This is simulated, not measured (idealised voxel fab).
Presented below is a process module, voxel wiring stack.
155 nm wide, 5 nm square cells: that's cross-section cut.
Bands, listed from the top down, are how a cross-section gets written in this document; the cross-section itself is a grid of square cells, and a band is one or more rows of them. Band: top and bottom heights (nm) first, top before bottom; then materials from left to right, widths in nm. "edge to edge" marks a sole material filling the band edge to edge. "air" denotes empty space. It should be noted that heights are counted from 0, beneath which the wafer as supplied is of one material throughout, and that the lowest band possesses no lower boundary but continues downward, as written in "0 down". Width "30->40": first value at the band's top row of cells, second value at its bottom row, equal change from row to row. "no alteration", as given for a step, is the statement that not any cell of the cross-section underwent a change during that step. The label "Enclosed void catalog" introduces a list of the empty spaces, 8 cells or larger, that have no open way up to the top; each entry in it reads width x height at distance, where the distance is taken from the left edge and all three are stated in nm. after a step's settings: what the simulator itself notes on the step. The setting "overlay nm" may be written on the line of a step. When the step uses a mask, the value reports how far to the right of the planned place the mask lay, and a negative value reports that it lay to the left.
Here's what the planned process steps look like:
1) RECEIVE | material Si
2) CONFORMAL_DEP | material SiO2 | thk nm 15
3) DIRECTIONAL_DEP | material TiN | thk nm 5
4) DIRECTIONAL_DEP | material W | thk nm 20
5) PATTERN | tone cover | mask id METAL_1 | material resist | width nm 20 | pitch nm 50 | thk nm 20 | overlay nm 0
6) DIRECTIONAL_ETCH | etch materials W | depth nm 20
7) DIRECTIONAL_ETCH | etch materials TiN | depth nm 5
8) STRIP | etch materials resist
9) CONFORMAL_DEP | material SiCN | thk nm 5
10) FILL_DEP | material lowk | thk nm 10
11) CMP | height nm 40
12) CONFORMAL_DEP | material SiCN | thk nm 5
13) DIRECTIONAL_DEP | material SiO2 | thk nm 35
14) DIRECTIONAL_DEP | material aC | thk nm 10
15) PATTERN | tone open | mask id METAL_2 | material resist | width nm 20 | pitch nm 50 | thk nm 25 | overlay nm 0
16) DIRECTIONAL_ETCH | etch materials aC | depth nm 10
17) STRIP | etch materials resist
18) DIRECTIONAL_ETCH | etch materials SiO2 | depth nm 20
19) STRIP | etch materials aC
20) PATTERN | tone open | mask id METAL_2_HOLES | material resist | width nm 15 | thk nm 20 | overlay nm 0
21) DIRECTIONAL_ETCH | etch materials SiO2 | depth nm 15
22) DIRECTIONAL_ETCH | etch materials SiCN | depth nm 5
23) STRIP | etch materials resist
24) CONFORMAL_DEP | material TiN | thk nm 5
25) FILL_DEP | material Cu | thk nm 10
26) CMP | height nm 80
27) CONFORMAL_DEP | material SiN | thk nm 5
Cross-section: wafer on arrival = after step 1:
- 0 down  Si edge to edge
- Enclosed void catalog: none
Wafer cross-section at end of module: start and plan as shown above, one execution error:
- 85 to 80  SiN edge to edge
- 80 to 50  40 SiO2  5 TiN  10 Cu  5 TiN  30 SiO2  5 TiN  10 Cu  5 TiN  45 SiO2
- 50 to 45  40 SiO2  5 TiN  5 Cu  10 TiN  30 SiO2  20 TiN  45 SiO2
- 45 to 40  40 SiCN  15 TiN  100 SiCN
- 40 to 20  35 lowk  5 SiCN  20 W  5 SiCN  20 lowk  5 SiCN  20 W  5 SiCN  40 lowk
- 20 to 15  40 SiCN  20 TiN  30 SiCN  20 TiN  45 SiCN
- 15 to 0  SiO2 edge to edge
- 0 down  Si edge to edge
- Enclosed void catalog: none
Processing error: step 18, plan: ran twice
